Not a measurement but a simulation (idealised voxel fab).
process module | voxel air gaps
cross-section cut | 250 nm wide | cells 5 nm
A cross-section is a grid of square cells, given in bands from the top down. A band is one or more rows of cells.
Each band's line starts with the height of the band's top and of its bottom, in nm. Then come its materials from left to right, each with its width in nm. One material with "throughout" fills the band from edge to edge. "air" is empty space.
Height 0 is the level under which the wafer as received is all one material. The lowest band goes on downwards, as in "0 down".
A width such as "30 to 40" changes by the same amount from each row of cells to the next, from the band's top row to its bottom row.
"no change" after a step means that no cell of the cross-section changed.
closed voids: empty space of 8 cells or more with no open way to the top, each as width x height at its distance from the left edge, in nm
after a step's settings: what the simulator itself notes on the step
overlay nm, on a step with a mask: how far to the right of its planned place the mask lay; to the left if negative
plan
1 op RECEIVE | material Si
2 op CONFORMAL_DEP | material SiO2 | thk nm 10
3 op CONFORMAL_DEP | material SiN | thk nm 5
4 op DIRECTIONAL_DEP | material lowk | thk nm 30
5 op DIRECTIONAL_DEP | material aC | thk nm 15
6 op PATTERN | tone open | mask id LINES | material resist | width nm 15 | pitch nm 40 | thk nm 35 | overlay nm -15
7 op DIRECTIONAL_ETCH | etch materials aC | depth nm 15
8 op STRIP | etch materials resist
9 op DIRECTIONAL_ETCH | etch materials lowk | depth nm 30
10 op STRIP | etch materials aC
11 op CONFORMAL_DEP | material TiN | thk nm 5
12 op FILL_DEP | material Cu | thk nm 5
13 op CMP | height nm 45
14 op EPI | material Ru | thk nm 10
15 op SELECTIVE_ETCH | etch materials lowk | depth nm 40
16 op CONFORMAL_DEP | material SiN | thk nm 5
varied across the wafers: overlay nm of step 6. The plan shows the first wafer's value. All wafers start alike
first wafer as received, after step 1
  0 down: Si throughout
  closed voids: none
each wafer at the end: cells of each material gained (+) or lost (-) since it was received, then its closed voids
overlay nm -15 | +20 Cu | +56 Ru | +184 SiN | +100 SiO2 | +52 TiN | closed voids: 15 x 20 at 60; 15 x 20 at 100; 15 x 20 at 140
overlay nm -10 | +20 Cu | +56 Ru | +184 SiN | +100 SiO2 | +52 TiN | closed voids: 15 x 20 at 65; 15 x 20 at 105; 15 x 20 at 145
overlay nm -5 | +20 Cu | +56 Ru | +184 SiN | +100 SiO2 | +52 TiN | closed voids: 15 x 20 at 70; 15 x 20 at 110; 15 x 20 at 150
overlay nm 0 | +20 Cu | +56 Ru | +184 SiN | +100 SiO2 | +52 TiN | closed voids: 15 x 20 at 75; 15 x 20 at 115; 15 x 20 at 155
overlay nm 5 | +20 Cu | +56 Ru | +184 SiN | +100 SiO2 | +52 TiN | closed voids: 15 x 20 at 80; 15 x 20 at 120; 15 x 20 at 160
overlay nm 10 | +20 Cu | +56 Ru | +184 SiN | +100 SiO2 | +52 TiN | closed voids: 15 x 20 at 85; 15 x 20 at 125; 15 x 20 at 165
overlay nm 15 | +20 Cu | +56 Ru | +184 SiN | +100 SiO2 | +52 TiN | closed voids: 15 x 20 at 90; 15 x 20 at 130; 15 x 20 at 170
